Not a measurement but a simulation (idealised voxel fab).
process module | voxel trench capacitor
cross-section cut | 255 nm wide | cells 5 nm
A cross-section is a grid of square cells, given in bands from the top down. A band is one or more rows of cells.
Each band's line starts with the height of the band's top and of its bottom, in nm. Then come its materials from left to right, each with its width in nm. One material with "throughout" fills the band from edge to edge. "air" is empty space.
Height 0 is the level under which the wafer as received is all one material. The lowest band goes on downwards, as in "0 down".
A width such as "30 to 40" changes by the same amount from each row of cells to the next, from the band's top row to its bottom row.
"no change" after a step means that no cell of the cross-section changed.
closed voids: empty space of 8 cells or more with no open way to the top, each as width x height at its distance from the left edge, in nm
after a step's settings: what the simulator itself notes on the step
overlay nm, on a step with a mask: how far to the right of its planned place the mask lay; to the left if negative
plan
1 op RECEIVE | material Si
2 op CONFORMAL_DEP | material SiN | thk nm 5
3 op PATTERN | tone open | mask id TRENCH | material resist | width nm 25 | pitch nm 50 | thk nm 20 | overlay nm 0
4 op DIRECTIONAL_ETCH | etch materials SiN | depth nm 5
5 op DIRECTIONAL_ETCH | etch materials Si | depth nm 30
6 op STRIP | etch materials resist
7 op CONFORMAL_DEP | material HfO2 | thk nm 5
8 op CONFORMAL_DEP | material TiN | thk nm 5
9 op FILL_DEP | material W | thk nm 10
10 op CMP | height nm 5
as received, after step 1
  0 down: Si throughout
  closed voids: none
first wafer at the end, as planned
  5 to 0: SiN 65 | HfO2 5 | TiN 5 | W 5 | TiN 5 | HfO2 5 | SiN 25 | HfO2 5 | TiN 5 | W 5 | TiN 5 | HfO2 5 | SiN 25 | HfO2 5 | TiN 5 | W 5 | TiN 5 | HfO2 5 | SiN 65
  0 to -20: Si 65 | HfO2 5 | TiN 5 | W 5 | TiN 5 | HfO2 5 | Si 25 | HfO2 5 | TiN 5 | W 5 | TiN 5 | HfO2 5 | Si 25 | HfO2 5 | TiN 5 | W 5 | TiN 5 | HfO2 5 | Si 65
  -20 to -25: Si 65 | HfO2 5 | TiN 15 | HfO2 5 | Si 25 | HfO2 5 | TiN 15 | HfO2 5 | Si 25 | HfO2 5 | TiN 15 | HfO2 5 | Si 65
  -25 to -30: Si 65 | HfO2 25 | Si 25 | HfO2 25 | Si 25 | HfO2 25 | Si 65
  -30 down: Si throughout
  closed voids: none
second wafer at the end: like start, like plan, one mistake
  25 to 15: W throughout
  15 to 10: TiN 75 | W 5 | TiN 45 | W 5 | TiN 45 | W 5 | TiN 75
  10 to 5: HfO2 70 | TiN 5 | W 5 | TiN 5 | HfO2 35 | TiN 5 | W 5 | TiN 5 | HfO2 35 | TiN 5 | W 5 | TiN 5 | HfO2 70
  5 to 0: SiN 65 | HfO2 5 | TiN 5 | W 5 | TiN 5 | HfO2 5 | SiN 25 | HfO2 5 | TiN 5 | W 5 | TiN 5 | HfO2 5 | SiN 25 | HfO2 5 | TiN 5 | W 5 | TiN 5 | HfO2 5 | SiN 65
  0 to -20: Si 65 | HfO2 5 | TiN 5 | W 5 | TiN 5 | HfO2 5 | Si 25 | HfO2 5 | TiN 5 | W 5 | TiN 5 | HfO2 5 | Si 25 | HfO2 5 | TiN 5 | W 5 | TiN 5 | HfO2 5 | Si 65
  -20 to -25: Si 65 | HfO2 5 | TiN 15 | HfO2 5 | Si 25 | HfO2 5 | TiN 15 | HfO2 5 | Si 25 | HfO2 5 | TiN 15 | HfO2 5 | Si 65
  -25 to -30: Si 65 | HfO2 25 | Si 25 | HfO2 25 | Si 25 | HfO2 25 | Si 65
  -30 down: Si throughout
  closed voids: none
what went wrong: step 10 was left out
at the end the second wafer has, in cells: 42 more of HfO2 | 54 more of TiN | 108 more of W
